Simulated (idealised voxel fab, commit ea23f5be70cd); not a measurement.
The following is a process module called voxel quadruple lines.
We display cut, a cross-section 205 nm in width whose square cells are each 5 nm.
We lay out every cross-section as a grid of square cells and spell it out in bands from the top down, where one band means one or more rows of cells. What a band's entry tells you: where the top is and where the bottom is, as heights in nm, and after that what lies inside, material by material from left to right, each with its width in nm. Empty space is written as the word "air", and a single material marked with the word "throughout" occupies the band from edge to edge. Heights are measured from 0, the level below which the as-received wafer is all one material; the lowest band has no bottom and continues downward, written as in "0..down". The two numbers in a width such as "30..40" mark its ends across the band: the first belongs to the top row of cells, the second to the bottom row, and from each row to the next the width moves by the same amount. "no alterations made" after a step means that no cell of the cross-section changed. So "Closed void roster" is basically the list of trapped voids: any empty space of 8 cells or more that can't reach the top through an opening. They're written width x height at distance, the distance being from the left edge, and it's all nm. Formally, on a step line, whatever follows the settings is a remark that the simulator itself makes on the step. Among the settings permitted on a step's line is "overlay nm"; applied to a step with a mask, it specifies the extent to which the mask lay to the right of its planned position, whereas a negative figure signifies a position to the left.
Planned process steps:
- 1: op RECEIVE | material Si
- 2: op CONFORMAL_DEP | material SiO2 | thk nm 5
- 3: op DIRECTIONAL_DEP | material Ru | thk nm 15
- 4: op DIRECTIONAL_DEP | material polySi | thk nm 15
- 5: op DIRECTIONAL_DEP | material aC | thk nm 20
- 6: op PATTERN | tone cover | mask id MANDREL | material resist | width nm 20 | pitch nm 60 | thk nm 25 | overlay nm 0
- 7: op DIRECTIONAL_ETCH | etch materials aC | depth nm 20
- 8: op STRIP | etch materials resist
- 9: op CONFORMAL_DEP | material SiO2 | thk nm 10
- 10: op DIRECTIONAL_ETCH | etch materials SiO2 | depth nm 10
- 11: op STRIP | etch materials aC
- 12: op DIRECTIONAL_ETCH | etch materials polySi | depth nm 15
- 13: op STRIP | etch materials SiO2
- 14: op CONFORMAL_DEP | material SiN | thk nm 5
- 15: op DIRECTIONAL_ETCH | etch materials SiN | depth nm 5
- 16: op STRIP | etch materials polySi
- 17: op DIRECTIONAL_ETCH | etch materials Ru | depth nm 15
- 18: op STRIP | etch materials SiN
This is the cross-section of the wafer as we received it, i.e. after step 1:
* 0..down | Si throughout
* Closed void roster: none
The module was run from the start shown above using the plan shown above, but one mistake was made doing it; the resulting wafer cross-section is below:
* 10..5 | air 45 nm, then Ru 5 nm, then air 10 nm, then Ru 5 nm, then air 10 nm, then Ru 5 nm, then air 10 nm, then Ru 5 nm, then air 10 nm, then Ru 5 nm, then air 10 nm, then Ru 5 nm, then air 10 nm, then Ru 5 nm, then air 10 nm, then Ru 5 nm, then air 50 nm
* 5..0 | SiO2 throughout
* 0..down | Si throughout
* Closed void roster: none
What was the processing mistake? for step 3, the planned setting was not used; the step was instead run as op DIRECTIONAL_DEP | material Ru | thk nm 5
